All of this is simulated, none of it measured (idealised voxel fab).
Proc. module: voxel spacer lines
It is cross-section cut that appears here, measuring 185 nm in width, its square cells being 5 nm in size.
Throughout this document, each cross-section is represented as a grid of square cells and is presented as a sequence of bands enumerated from the top downward, where a band comprises one or more rows of cells.
Read a band's entry like this: the first values are the height of its top and the height of its bottom in nm, and what follows is the sequence of materials from left to right, each with its width in nm. Note that "empty" is empty space, and that a single material marked "edge to edge" reaches across the band from edge to edge.
The reference from which all heights are counted is 0, the level beneath which the as-received wafer is entirely one material; the lowest band, having no lower bound, proceeds downward and is written after the example "from 0 down".
A width given as "30..40" starts at the first number in the band's top row and ends at the second number in its bottom row, shifting by an equal amount at every step from row to row.
Step marked "everything unchanged"? Then no cell in the cross-section changed in it.
"Unvented internal voids" enumerates empty spaces isolated from the top, with no open way to it, that contain at least 8 cells, giving each as width x height at distance from the left edge, all three in nm.
Anything after a step's settings on that line? It's the simulator's own note about the step.
overlay nm: mask right of planned place by this much (step with mask). Neg. = left.

[List of planned process steps]
1) RECEIVE with material Si
2) CONFORMAL_DEP with material Al2O3, thk nm 10
3) DIRECTIONAL_DEP with material W, thk nm 10
4) DIRECTIONAL_DEP with material polySi, thk nm 25
5) PATTERN with tone cover, mask id MANDREL, material resist, width nm 15, pitch nm 50, thk nm 30, overlay nm 0
6) DIRECTIONAL_ETCH with etch materials polySi, depth nm 25
7) STRIP with etch materials resist
8) CONFORMAL_DEP with material SiO2, thk nm 10
9) DIRECTIONAL_ETCH with etch materials SiO2, depth nm 10
10) STRIP with etch materials polySi
11) DIRECTIONAL_ETCH with etch materials W, depth nm 10
12) STRIP with etch materials SiO2
13) FILL_DEP with material lowk, thk nm 10
14) CMP with height nm 20

[Delivered wafer in cross-section: state after step 1]
	from 0 down | Si edge to edge
	Unvented internal voids: none

[Module complete - cross-section of the first of two wafers, run according to plan]
	from 20 to 10 | lowk 50 / W 10 / lowk 15 / W 10 / lowk 15 / W 10 / lowk 15 / W 10 / lowk 50
	from 10 to 0 | Al2O3 edge to edge
	from 0 down | Si edge to edge
	Unvented internal voids: none

[End of module, second wafer, cross-section. Started like the first, planned like the first, run with one mistake]
	from 20 to 10 | SiO2 50 / W 10 / SiO2 15 / W 10 / SiO2 15 / W 10 / SiO2 15 / W 10 / SiO2 50
	from 10 to 0 | Al2O3 edge to edge
	from 0 down | Si edge to edge
	Unvented internal voids: none
Want to know what went wrong? step 13 did not happen as planned, as run it was FILL_DEP with material SiO2, thk nm 10
Counted in cells at the end, the second wafer holds more or fewer of these materials than the first: SiO2: 58 more, lowk: 58 fewer
